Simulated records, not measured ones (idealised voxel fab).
voxel transistor to metal: a process module
The width of the displayed cross-section, cut, is 190 nm; its cells are square, with a size of 5 nm.
A cross-section is a grid of square cells, given in bands from the top down. A band is one or more rows of cells.
What a band's entry tells you: where the top is and where the bottom is, as heights in nm, and after that what lies inside, material by material from left to right, each with its width in nm. Empty space is written as the word "empty", and a single material marked with the word "edge to edge" occupies the band from edge to edge.
All heights in this document are referenced to 0, defined as the level beneath which the wafer, as received, consists entirely of one material. The lowest band is not bounded below; it extends indefinitely downward and is written in the form "0 -> down".
The two numbers in a width such as "30->40" mark its ends across the band: the first belongs to the top row of cells, the second to the bottom row, and from each row to the next the width moves by the same amount.
"remains unaltered" means the step left every cell of the cross-section as it was.
"Voids, sealed": sealed empty spaces, 8 cells or more, no open way to top, listed width x height at distance, with distance from the left edge and width, height and distance in nm.
On each step's line, the part that comes after the settings is the simulator's own comment on the step.
Regarding "overlay nm": on a step with a mask, it is the distance the mask lay to the right of its planned place; a negative value places it to the left.

**The steps planned for the process are as follows**
step 1: RECEIVE,material Si
step 2: OXIDIZE,depth nm 5
step 3: CONFORMAL_DEP,material SiN,thk nm 10
step 4: MASKED_ETCH,tone cover,mask id ACTIVE,width nm 125,etch materials SiN,depth nm 10,overlay nm 0
step 5: MASKED_ETCH,tone cover,mask id ACTIVE,width nm 125,etch materials SiO2,depth nm 5,overlay nm 0
step 6: MASKED_ETCH,tone cover,mask id ACTIVE,width nm 125,etch materials Si,depth nm 20,overlay nm 0
step 7: OXIDIZE,depth nm 5
step 8: FILL_DEP,material SiO2,thk nm 5
step 9: CMP,height nm 10
step 10: SELECTIVE_ETCH,etch materials SiO2,depth nm 5
step 11: STRIP,etch materials SiN
step 12: SELECTIVE_ETCH,etch materials SiO2,depth nm 5
step 13: OXIDIZE,depth nm 5
step 14: DIRECTIONAL_DEP,material polySi,thk nm 30
step 15: DIRECTIONAL_DEP,material SiCN,thk nm 10
step 16: MASKED_ETCH,tone cover,mask id GATE,width nm 35,etch materials SiCN,depth nm 20,overlay nm 0
step 17: MASKED_ETCH,tone cover,mask id GATE,width nm 35,etch materials polySi,depth nm 40,overlay nm 0
step 18: CONFORMAL_DEP,material SiN,thk nm 5
step 19: DIRECTIONAL_ETCH,etch materials SiN,depth nm 5
step 20: DIRECTIONAL_ETCH,etch materials SiO2,depth nm 5
step 21: EPI,material pSi,thk nm 5
step 22: FILL_DEP,material SiO2,thk nm 10
step 23: CMP,height nm 25
step 24: STRIP,etch materials polySi
step 25: SELECTIVE_ETCH,etch materials SiO2,depth nm 5
step 26: CONFORMAL_DEP,material HfO2,thk nm 5
step 27: CONFORMAL_DEP,material TiN,thk nm 5
step 28: FILL_DEP,material W,thk nm 5
step 29: CMP,height nm 20
step 30: DIRECTIONAL_DEP,material SiO2,thk nm 10
step 31: MASKED_ETCH,tone open,mask id CONTACT,width nm 20,pitch nm 85,etch materials SiO2,depth nm 35,overlay nm 0
step 32: CONFORMAL_DEP,material TiN,thk nm 5
step 33: FILL_DEP,material Ru,thk nm 5
step 34: CMP,height nm 30
step 35: CONFORMAL_DEP,material SiCN,thk nm 5
step 36: DIRECTIONAL_DEP,material SiO2,thk nm 25
step 37: PATTERN,tone open,mask id METAL_1,material resist,width nm 20,pitch nm 85,thk nm 15,overlay nm 0
step 38: DIRECTIONAL_ETCH,etch materials SiO2,depth nm 25
step 39: DIRECTIONAL_ETCH,etch materials SiCN,depth nm 5
step 40: STRIP,etch materials resist
step 41: CONFORMAL_DEP,material TiN,thk nm 5
step 42: FILL_DEP,material Cu,thk nm 5
step 43: CMP,height nm 60
step 44: EPI,material Ru,thk nm 5
step 45: FILL_DEP,material SiCN,thk nm 5
step 46: DIRECTIONAL_DEP,material lowk,thk nm 30
step 47: PATTERN,tone open,mask id METAL_2_HOLES,material resist,width nm 15,pitch nm 85,thk nm 15,overlay nm 0
step 48: DIRECTIONAL_ETCH,etch materials lowk,depth nm 30
step 49: STRIP,etch materials resist
step 50: PATTERN,tone open,mask id METAL_2,material resist,width nm 20,pitch nm 85,thk nm 15,overlay nm 0
step 51: DIRECTIONAL_ETCH,etch materials lowk,depth nm 20
step 52: DIRECTIONAL_ETCH,etch materials SiCN,depth nm 5
step 53: STRIP,etch materials resist
step 54: CONFORMAL_DEP,material TiN,thk nm 5
step 55: FILL_DEP,material Cu,thk nm 5
step 56: CMP,height nm 100
step 57: CONFORMAL_DEP,material SiN,thk nm 5

**The following pertains to the first of two wafers, which was processed as planned**

**Cross-section, incoming material, after step 1**
	0 -> down = Si edge to edge
	Voids, sealed: none

**The following cross-section depicts the wafer upon completion of step 2**
	0 -> -5 = SiO2 edge to edge
	below -5: unchanged

**The following cross-section depicts the wafer upon completion of step 3**
	10 -> 0 = SiN edge to edge
	below 0: unchanged

**The following cross-section depicts the wafer upon completion of step 4**
	10 -> 0 = empty (30)  SiN (125)  empty (35)
	below 0: unchanged

**The following cross-section depicts the wafer upon completion of step 5**
	10 -> 0 = empty (30)  SiN (125)  empty (35)
	0 -> -5 = empty (30)  SiO2 (125)  empty (35)
	below -5: unchanged

**The following cross-section depicts the wafer upon completion of step 6**
	10 -> 0 = empty (30)  SiN (125)  empty (35)
	0 -> -5 = empty (30)  SiO2 (125)  empty (35)
	-5 -> -25 = empty (30)  Si (125)  empty (35)
	below -25: unchanged

**The following cross-section depicts the wafer upon completion of step 7**
	10 -> 0 = empty (30)  SiN (125)  empty (35)
	0 -> -5 = empty (30)  SiO2 (125)  empty (35)
	-5 -> -25 = empty (30)  SiO2 (5)  Si (115)  SiO2 (5)  empty (35)
	-25 -> -30 = SiO2 (35)  Si (115)  SiO2 (40)
	below -30: unchanged

**The following cross-section depicts the wafer upon completion of step 8**
	15 -> 10 = SiO2 edge to edge
	10 -> 0 = SiO2 (30)  SiN (125)  SiO2 (35)
	0 -> -5 = SiO2 edge to edge
	-5 -> -30 = SiO2 (35)  Si (115)  SiO2 (40)
	below -30: unchanged

**The following cross-section depicts the wafer upon completion of step 9**
	10 -> 0 = SiO2 (30)  SiN (125)  SiO2 (35)
	below 0: unchanged

**The following cross-section depicts the wafer upon completion of step 10**
	10 -> 5 = empty (30)  SiN (125)  empty (35)
	below 5: unchanged

**The following cross-section depicts the wafer upon completion of step 11**
	5 -> 0 = SiO2 (30)  empty (125)  SiO2 (35)
	below 0: unchanged

**The following cross-section depicts the wafer upon completion of step 12**
	0 -> -5 = SiO2 (25)  empty (135)  SiO2 (30)
	below -5: unchanged

**The following cross-section depicts the wafer upon completion of step 13**
	0 -> -5 = SiO2 (25)  empty (135)  SiO2 (30)
	-5 -> -10 = SiO2 edge to edge
	below -10: unchanged

**The following cross-section depicts the wafer upon completion of step 14**
	30 -> 25 = polySi (25)  empty (135)  polySi (30)
	25 -> 0 = polySi edge to edge
	0 -> -5 = SiO2 (25)  polySi (135)  SiO2 (30)
	below -5: unchanged

**The following cross-section depicts the wafer upon completion of step 15**
	40 -> 35 = SiCN (25)  empty (135)  SiCN (30)
	35 -> 30 = SiCN edge to edge
	30 -> 25 = polySi (25)  SiCN (135)  polySi (30)
	below 25: unchanged

**The following cross-section depicts the wafer upon completion of step 16**
	35 -> 30 = empty (75)  SiCN (35)  empty (80)
	30 -> 25 = polySi (25)  empty (50)  SiCN (35)  empty (50)  polySi (30)
	below 25: unchanged

**The following cross-section depicts the wafer upon completion of step 17**
	35 -> 25 = empty (75)  SiCN (35)  empty (80)
	25 -> 0 = empty (75)  polySi (35)  empty (80)
	0 -> -5 = SiO2 (25)  empty (50)  polySi (35)  empty (50)  SiO2 (30)
	below -5: unchanged

**The following cross-section depicts the wafer upon completion of step 18**
	40 -> 35 = empty (70)  SiN (45)  empty (75)
	35 -> 25 = empty (70)  SiN (5)  SiCN (35)  SiN (5)  empty (75)
	25 -> 5 = empty (70)  SiN (5)  polySi (35)  SiN (5)  empty (75)
	5 -> 0 = SiN (30)  empty (40)  SiN (5)  polySi (35)  SiN (5)  empty (40)  SiN (35)
	0 -> -5 = SiO2 (25)  SiN (50)  polySi (35)  SiN (50)  SiO2 (30)
	below -5: unchanged

**The following cross-section depicts the wafer upon completion of step 19**
	35 -> 25 = empty (70)  SiN (5)  SiCN (35)  SiN (5)  empty (75)
	25 -> 0 = empty (70)  SiN (5)  polySi (35)  SiN (5)  empty (75)
	0 -> -5 = SiO2 (25)  SiN (5)  empty (40)  SiN (5)  polySi (35)  SiN (5)  empty (40)  SiN (5)  SiO2 (30)
	below -5: unchanged

**The following cross-section depicts the wafer upon completion of step 20**
	35 -> 25 = empty (70)  SiN (5)  SiCN (35)  SiN (5)  empty (75)
	25 -> 0 = empty (70)  SiN (5)  polySi (35)  SiN (5)  empty (75)
	0 -> -5 = empty (25)  SiN (5)  empty (40)  SiN (5)  polySi (35)  SiN (5)  empty (40)  SiN (5)  empty (30)
	-5 -> -10 = SiO2 (30)  empty (40)  SiO2 (45)  empty (40)  SiO2 (35)
	below -10: unchanged

**The following cross-section depicts the wafer upon completion of step 21**
	35 -> 25 = empty (70)  SiN (5)  SiCN (35)  SiN (5)  empty (75)
	25 -> 0 = empty (70)  SiN (5)  polySi (35)  SiN (5)  empty (75)
	0 -> -5 = empty (25)  SiN (5)  empty (40)  SiN (5)  polySi (35)  SiN (5)  empty (40)  SiN (5)  empty (30)
	-5 -> -10 = SiO2 (30)  pSi (40)  SiO2 (45)  pSi (40)  SiO2 (35)
	below -10: unchanged

**The following cross-section depicts the wafer upon completion of step 22**
	45 -> 35 = SiO2 edge to edge
	35 -> 25 = SiO2 (70)  SiN (5)  SiCN (35)  SiN (5)  SiO2 (75)
	25 -> 0 = SiO2 (70)  SiN (5)  polySi (35)  SiN (5)  SiO2 (75)
	0 -> -5 = SiO2 (25)  SiN (5)  SiO2 (40)  SiN (5)  polySi (35)  SiN (5)  SiO2 (40)  SiN (5)  SiO2 (30)
	below -5: unchanged

**The following cross-section depicts the wafer upon completion of step 23**
	25 -> 0 = SiO2 (70)  SiN (5)  polySi (35)  SiN (5)  SiO2 (75)
	below 0: unchanged

**The following cross-section depicts the wafer upon completion of step 24**
	25 -> 0 = SiO2 (70)  SiN (5)  empty (35)  SiN (5)  SiO2 (75)
	0 -> -5 = SiO2 (25)  SiN (5)  SiO2 (40)  SiN (5)  empty (35)  SiN (5)  SiO2 (40)  SiN (5)  SiO2 (30)
	below -5: unchanged

**The following cross-section depicts the wafer upon completion of step 25**
	25 -> 20 = empty (70)  SiN (5)  empty (35)  SiN (5)  empty (75)
	20 -> 0 = SiO2 (70)  SiN (5)  empty (35)  SiN (5)  SiO2 (75)
	0 -> -5 = SiO2 (25)  SiN (5)  SiO2 (40)  SiN (5)  empty (35)  SiN (5)  SiO2 (40)  SiN (5)  SiO2 (30)
	-5 -> -10 = SiO2 (30)  pSi (40)  empty (45)  pSi (40)  SiO2 (35)
	below -10: unchanged

**The following cross-section depicts the wafer upon completion of step 26**
	30 -> 25 = empty (65)  HfO2 (15)  empty (25)  HfO2 (15)  empty (70)
	25 -> 20 = HfO2 (70)  SiN (5)  HfO2 (5)  empty (25)  HfO2 (5)  SiN (5)  HfO2 (75)
	20 -> 0 = SiO2 (70)  SiN (5)  HfO2 (5)  empty (25)  HfO2 (5)  SiN (5)  SiO2 (75)
	0 -> -5 = SiO2 (25)  SiN (5)  SiO2 (40)  SiN (5)  HfO2 (5)  empty (25)  HfO2 (5)  SiN (5)  SiO2 (40)  SiN (5)  SiO2 (30)
	-5 -> -10 = SiO2 (30)  pSi (40)  HfO2 (45)  pSi (40)  SiO2 (35)
	below -10: unchanged

**The following cross-section depicts the wafer upon completion of step 27**
	35 -> 30 = empty (60)  TiN (25)  empty (15)  TiN (25)  empty (65)
	30 -> 25 = TiN (65)  HfO2 (15)  TiN (5)  empty (15)  TiN (5)  HfO2 (15)  TiN (70)
	25 -> 20 = HfO2 (70)  SiN (5)  HfO2 (5)  TiN (5)  empty (15)  TiN (5)  HfO2 (5)  SiN (5)  HfO2 (75)
	20 -> 0 = SiO2 (70)  SiN (5)  HfO2 (5)  TiN (5)  empty (15)  TiN (5)  HfO2 (5)  SiN (5)  SiO2 (75)
	0 -> -5 = SiO2 (25)  SiN (5)  SiO2 (40)  SiN (5)  HfO2 (5)  TiN (25)  HfO2 (5)  SiN (5)  SiO2 (40)  SiN (5)  SiO2 (30)
	below -5: unchanged

**The following cross-section depicts the wafer upon completion of step 28**
	40 -> 35 = W edge to edge
	35 -> 30 = W (60)  TiN (25)  W (15)  TiN (25)  W (65)
	30 -> 25 = TiN (65)  HfO2 (15)  TiN (5)  W (15)  TiN (5)  HfO2 (15)  TiN (70)
	25 -> 20 = HfO2 (70)  SiN (5)  HfO2 (5)  TiN (5)  W (15)  TiN (5)  HfO2 (5)  SiN (5)  HfO2 (75)
	20 -> 0 = SiO2 (70)  SiN (5)  HfO2 (5)  TiN (5)  W (15)  TiN (5)  HfO2 (5)  SiN (5)  SiO2 (75)
	below 0: unchanged

**The following cross-section depicts the wafer upon completion of step 29**
	20 -> 0 = SiO2 (70)  SiN (5)  HfO2 (5)  TiN (5)  W (15)  TiN (5)  HfO2 (5)  SiN (5)  SiO2 (75)
	below 0: unchanged

**The following cross-section depicts the wafer upon completion of step 30**
	30 -> 20 = SiO2 edge to edge
	below 20: unchanged

**The following cross-section depicts the wafer upon completion of step 31**
	30 -> 20 = SiO2 (40)  empty (20)  SiO2 (65)  empty (20)  SiO2 (45)
	20 -> 0 = SiO2 (40)  empty (20)  SiO2 (10)  SiN (5)  HfO2 (5)  TiN (5)  W (15)  TiN (5)  HfO2 (5)  SiN (5)  SiO2 (10)  empty (20)  SiO2 (45)
	0 -> -5 = SiO2 (25)  SiN (5)  SiO2 (10)  empty (20)  SiO2 (10)  SiN (5)  HfO2 (5)  TiN (25)  HfO2 (5)  SiN (5)  SiO2 (10)  empty (20)  SiO2 (10)  SiN (5)  SiO2 (30)
	below -5: unchanged

**The following cross-section depicts the wafer upon completion of step 32**
	35 -> 30 = TiN (45)  empty (10)  TiN (75)  empty (10)  TiN (50)
	30 -> 20 = SiO2 (40)  TiN (5)  empty (10)  TiN (5)  SiO2 (65)  TiN (5)  empty (10)  TiN (5)  SiO2 (45)
	20 -> 0 = SiO2 (40)  TiN (5)  empty (10)  TiN (5)  SiO2 (10)  SiN (5)  HfO2 (5)  TiN (5)  W (15)  TiN (5)  HfO2 (5)  SiN (5)  SiO2 (10)  TiN (5)  empty (10)  TiN (5)  SiO2 (45)
	0 -> -5 = SiO2 (25)  SiN (5)  SiO2 (10)  TiN (20)  SiO2 (10)  SiN (5)  HfO2 (5)  TiN (25)  HfO2 (5)  SiN (5)  SiO2 (10)  TiN (20)  SiO2 (10)  SiN (5)  SiO2 (30)
	below -5: unchanged

**The following cross-section depicts the wafer upon completion of step 33**
	40 -> 35 = Ru edge to edge
	35 -> 30 = TiN (45)  Ru (10)  TiN (75)  Ru (10)  TiN (50)
	30 -> 20 = SiO2 (40)  TiN (5)  Ru (10)  TiN (5)  SiO2 (65)  TiN (5)  Ru (10)  TiN (5)  SiO2 (45)
	20 -> 0 = SiO2 (40)  TiN (5)  Ru (10)  TiN (5)  SiO2 (10)  SiN (5)  HfO2 (5)  TiN (5)  W (15)  TiN (5)  HfO2 (5)  SiN (5)  SiO2 (10)  TiN (5)  Ru (10)  TiN (5)  SiO2 (45)
	below 0: unchanged

**The following cross-section depicts the wafer upon completion of step 34**
	30 -> 20 = SiO2 (40)  TiN (5)  Ru (10)  TiN (5)  SiO2 (65)  TiN (5)  Ru (10)  TiN (5)  SiO2 (45)
	below 20: unchanged

**The following cross-section depicts the wafer upon completion of step 35**
	35 -> 30 = SiCN edge to edge
	below 30: unchanged

**The following cross-section depicts the wafer upon completion of step 36**
	60 -> 35 = SiO2 edge to edge
	below 35: unchanged

**The following cross-section depicts the wafer upon completion of step 37**
	75 -> 60 = resist (40)  empty (20)  resist (65)  empty (20)  resist (45)
	below 60: unchanged

**The following cross-section depicts the wafer upon completion of step 38**
	75 -> 60 = resist (40)  empty (20)  resist (65)  empty (20)  resist (45)
	60 -> 35 = SiO2 (40)  empty (20)  SiO2 (65)  empty (20)  SiO2 (45)
	below 35: unchanged

**The following cross-section depicts the wafer upon completion of step 39**
	75 -> 60 = resist (40)  empty (20)  resist (65)  empty (20)  resist (45)
	60 -> 35 = SiO2 (40)  empty (20)  SiO2 (65)  empty (20)  SiO2 (45)
	35 -> 30 = SiCN (40)  empty (20)  SiCN (65)  empty (20)  SiCN (45)
	below 30: unchanged

**The following cross-section depicts the wafer upon completion of step 40**
	60 -> 35 = SiO2 (40)  empty (20)  SiO2 (65)  empty (20)  SiO2 (45)
	below 35: unchanged

**The following cross-section depicts the wafer upon completion of step 41**
	65 -> 60 = TiN (45)  empty (10)  TiN (75)  empty (10)  TiN (50)
	60 -> 35 = SiO2 (40)  TiN (5)  empty (10)  TiN (5)  SiO2 (65)  TiN (5)  empty (10)  TiN (5)  SiO2 (45)
	35 -> 30 = SiCN (40)  TiN (20)  SiCN (65)  TiN (20)  SiCN (45)
	below 30: unchanged

**The following cross-section depicts the wafer upon completion of step 42**
	70 -> 65 = Cu edge to edge
	65 -> 60 = TiN (45)  Cu (10)  TiN (75)  Cu (10)  TiN (50)
	60 -> 35 = SiO2 (40)  TiN (5)  Cu (10)  TiN (5)  SiO2 (65)  TiN (5)  Cu (10)  TiN (5)  SiO2 (45)
	below 35: unchanged

**The following cross-section depicts the wafer upon completion of step 43**
	60 -> 35 = SiO2 (40)  TiN (5)  Cu (10)  TiN (5)  SiO2 (65)  TiN (5)  Cu (10)  TiN (5)  SiO2 (45)
	below 35: unchanged

**The following cross-section depicts the wafer upon completion of step 44**
	65 -> 60 = empty (35)  Ru (30)  empty (55)  Ru (30)  empty (40)
	below 60: unchanged

**The following cross-section depicts the wafer upon completion of step 45**
	70 -> 65 = SiCN edge to edge
	65 -> 60 = SiCN (35)  Ru (30)  SiCN (55)  Ru (30)  SiCN (40)
	below 60: unchanged

**The following cross-section depicts the wafer upon completion of step 46**
	100 -> 70 = lowk edge to edge
	below 70: unchanged

**The following cross-section depicts the wafer upon completion of step 47**
	115 -> 100 = resist (40)  empty (15)  resist (70)  empty (15)  resist (50)
	below 100: unchanged

**The following cross-section depicts the wafer upon completion of step 48**
	115 -> 100 = resist (40)  empty (15)  resist (70)  empty (15)  resist (50)
	100 -> 70 = lowk (40)  empty (15)  lowk (70)  empty (15)  lowk (50)
	below 70: unchanged

**The following cross-section depicts the wafer upon completion of step 49**
	100 -> 70 = lowk (40)  empty (15)  lowk (70)  empty (15)  lowk (50)
	below 70: unchanged

**The following cross-section depicts the wafer upon completion of step 50**
	115 -> 100 = resist (40)  empty (20)  resist (65)  empty (20)  resist (45)
	below 100: unchanged

**The following cross-section depicts the wafer upon completion of step 51**
	115 -> 100 = resist (40)  empty (20)  resist (65)  empty (20)  resist (45)
	100 -> 80 = lowk (40)  empty (20)  lowk (65)  empty (20)  lowk (45)
	below 80: unchanged

**The following cross-section depicts the wafer upon completion of step 52**
	115 -> 100 = resist (40)  empty (20)  resist (65)  empty (20)  resist (45)
	100 -> 80 = lowk (40)  empty (20)  lowk (65)  empty (20)  lowk (45)
	80 -> 70 = lowk (40)  empty (15)  lowk (70)  empty (15)  lowk (50)
	70 -> 65 = SiCN (40)  empty (15)  SiCN (70)  empty (15)  SiCN (50)
	below 65: unchanged

**The following cross-section depicts the wafer upon completion of step 53**
	100 -> 80 = lowk (40)  empty (20)  lowk (65)  empty (20)  lowk (45)
	below 80: unchanged

**The following cross-section depicts the wafer upon completion of step 54**
	105 -> 100 = TiN (45)  empty (10)  TiN (75)  empty (10)  TiN (50)
	100 -> 85 = lowk (40)  TiN (5)  empty (10)  TiN (5)  lowk (65)  TiN (5)  empty (10)  TiN (5)  lowk (45)
	85 -> 80 = lowk (40)  TiN (5)  empty (5)  TiN (10)  lowk (65)  TiN (5)  empty (5)  TiN (10)  lowk (45)
	80 -> 70 = lowk (40)  TiN (5)  empty (5)  TiN (5)  lowk (70)  TiN (5)  empty (5)  TiN (5)  lowk (50)
	70 -> 65 = SiCN (40)  TiN (15)  SiCN (70)  TiN (15)  SiCN (50)
	below 65: unchanged

**The following cross-section depicts the wafer upon completion of step 55**
	110 -> 105 = Cu edge to edge
	105 -> 100 = TiN (45)  Cu (10)  TiN (75)  Cu (10)  TiN (50)
	100 -> 85 = lowk (40)  TiN (5)  Cu (10)  TiN (5)  lowk (65)  TiN (5)  Cu (10)  TiN (5)  lowk (45)
	85 -> 80 = lowk (40)  TiN (5)  Cu (5)  TiN (10)  lowk (65)  TiN (5)  Cu (5)  TiN (10)  lowk (45)
	80 -> 70 = lowk (40)  TiN (5)  Cu (5)  TiN (5)  lowk (70)  TiN (5)  Cu (5)  TiN (5)  lowk (50)
	below 70: unchanged

**The following cross-section depicts the wafer upon completion of step 56**
	100 -> 85 = lowk (40)  TiN (5)  Cu (10)  TiN (5)  lowk (65)  TiN (5)  Cu (10)  TiN (5)  lowk (45)
	below 85: unchanged

**The following cross-section depicts the wafer upon completion of step 57**
	105 -> 100 = SiN edge to edge
	below 100: unchanged

**For the second wafer, take the first wafer's start and plan, then add one mistake made in running it; everything through step 34, that step included, is shared with the first**

**What the second wafer looks like in cross-section when step 35 should have wrapped up**
	55 -> 30 = SiO2 edge to edge
	below 30: unchanged

**What the second wafer looks like in cross-section when step 36 should have wrapped up**
	60 -> 55 = SiCN edge to edge
	below 55: unchanged

**What the second wafer looks like in cross-section when step 37 should have wrapped up**
	75 -> 60 = resist (40)  empty (20)  resist (65)  empty (20)  resist (45)
	below 60: unchanged

What the second wafer looks like in cross-section when step 38 should have wrapped up: remains unaltered

**What the second wafer looks like in cross-section when step 39 should have wrapped up**
	75 -> 60 = resist (40)  empty (20)  resist (65)  empty (20)  resist (45)
	60 -> 55 = SiCN (40)  empty (20)  SiCN (65)  empty (20)  SiCN (45)
	below 55: unchanged

**What the second wafer looks like in cross-section when step 40 should have wrapped up**
	60 -> 55 = SiCN (40)  empty (20)  SiCN (65)  empty (20)  SiCN (45)
	below 55: unchanged

**What the second wafer looks like in cross-section when step 41 should have wrapped up**
	65 -> 60 = TiN (45)  empty (10)  TiN (75)  empty (10)  TiN (50)
	60 -> 55 = SiCN (40)  TiN (20)  SiCN (65)  TiN (20)  SiCN (45)
	below 55: unchanged

**What the second wafer looks like in cross-section when step 42 should have wrapped up**
	70 -> 65 = Cu edge to edge
	65 -> 60 = TiN (45)  Cu (10)  TiN (75)  Cu (10)  TiN (50)
	below 60: unchanged

**What the second wafer looks like in cross-section when step 43 should have wrapped up**
	60 -> 55 = SiCN (40)  TiN (20)  SiCN (65)  TiN (20)  SiCN (45)
	below 55: unchanged

**What the second wafer looks like in cross-section when step 44 should have wrapped up**
	65 -> 60 = empty (35)  Ru (30)  empty (55)  Ru (30)  empty (40)
	below 60: unchanged

**What the second wafer looks like in cross-section when step 45 should have wrapped up**
	70 -> 65 = SiCN edge to edge
	65 -> 60 = SiCN (35)  Ru (30)  SiCN (55)  Ru (30)  SiCN (40)
	below 60: unchanged

**What the second wafer looks like in cross-section when step 46 should have wrapped up**
	100 -> 70 = lowk edge to edge
	below 70: unchanged

**What the second wafer looks like in cross-section when step 47 should have wrapped up**
	115 -> 100 = resist (40)  empty (15)  resist (70)  empty (15)  resist (50)
	below 100: unchanged

**What the second wafer looks like in cross-section when step 48 should have wrapped up**
	115 -> 100 = resist (40)  empty (15)  resist (70)  empty (15)  resist (50)
	100 -> 70 = lowk (40)  empty (15)  lowk (70)  empty (15)  lowk (50)
	below 70: unchanged

**What the second wafer looks like in cross-section when step 49 should have wrapped up**
	100 -> 70 = lowk (40)  empty (15)  lowk (70)  empty (15)  lowk (50)
	below 70: unchanged

**What the second wafer looks like in cross-section when step 50 should have wrapped up**
	115 -> 100 = resist (40)  empty (20)  resist (65)  empty (20)  resist (45)
	below 100: unchanged

**What the second wafer looks like in cross-section when step 51 should have wrapped up**
	115 -> 100 = resist (40)  empty (20)  resist (65)  empty (20)  resist (45)
	100 -> 80 = lowk (40)  empty (20)  lowk (65)  empty (20)  lowk (45)
	below 80: unchanged

**What the second wafer looks like in cross-section when step 52 should have wrapped up**
	115 -> 100 = resist (40)  empty (20)  resist (65)  empty (20)  resist (45)
	100 -> 80 = lowk (40)  empty (20)  lowk (65)  empty (20)  lowk (45)
	80 -> 70 = lowk (40)  empty (15)  lowk (70)  empty (15)  lowk (50)
	70 -> 65 = SiCN (40)  empty (15)  SiCN (70)  empty (15)  SiCN (50)
	below 65: unchanged

**What the second wafer looks like in cross-section when step 53 should have wrapped up**
	100 -> 80 = lowk (40)  empty (20)  lowk (65)  empty (20)  lowk (45)
	below 80: unchanged

**What the second wafer looks like in cross-section when step 54 should have wrapped up**
	105 -> 100 = TiN (45)  empty (10)  TiN (75)  empty (10)  TiN (50)
	100 -> 85 = lowk (40)  TiN (5)  empty (10)  TiN (5)  lowk (65)  TiN (5)  empty (10)  TiN (5)  lowk (45)
	85 -> 80 = lowk (40)  TiN (5)  empty (5)  TiN (10)  lowk (65)  TiN (5)  empty (5)  TiN (10)  lowk (45)
	80 -> 70 = lowk (40)  TiN (5)  empty (5)  TiN (5)  lowk (70)  TiN (5)  empty (5)  TiN (5)  lowk (50)
	70 -> 65 = SiCN (40)  TiN (15)  SiCN (70)  TiN (15)  SiCN (50)
	below 65: unchanged

**What the second wafer looks like in cross-section when step 55 should have wrapped up**
	110 -> 105 = Cu edge to edge
	105 -> 100 = TiN (45)  Cu (10)  TiN (75)  Cu (10)  TiN (50)
	100 -> 85 = lowk (40)  TiN (5)  Cu (10)  TiN (5)  lowk (65)  TiN (5)  Cu (10)  TiN (5)  lowk (45)
	85 -> 80 = lowk (40)  TiN (5)  Cu (5)  TiN (10)  lowk (65)  TiN (5)  Cu (5)  TiN (10)  lowk (45)
	80 -> 70 = lowk (40)  TiN (5)  Cu (5)  TiN (5)  lowk (70)  TiN (5)  Cu (5)  TiN (5)  lowk (50)
	below 70: unchanged

**What the second wafer looks like in cross-section when step 56 should have wrapped up**
	100 -> 85 = lowk (40)  TiN (5)  Cu (10)  TiN (5)  lowk (65)  TiN (5)  Cu (10)  TiN (5)  lowk (45)
	below 85: unchanged

**What the second wafer looks like in cross-section when step 57 should have wrapped up**
	105 -> 100 = SiN edge to edge
	below 100: unchanged
what went wrong: swap of plan steps 35 and 36 during execution
Final cells, second wafer relative to first, materials higher or lower: 20 fewer of Cu | 40 more of SiO2 | 20 fewer of TiN
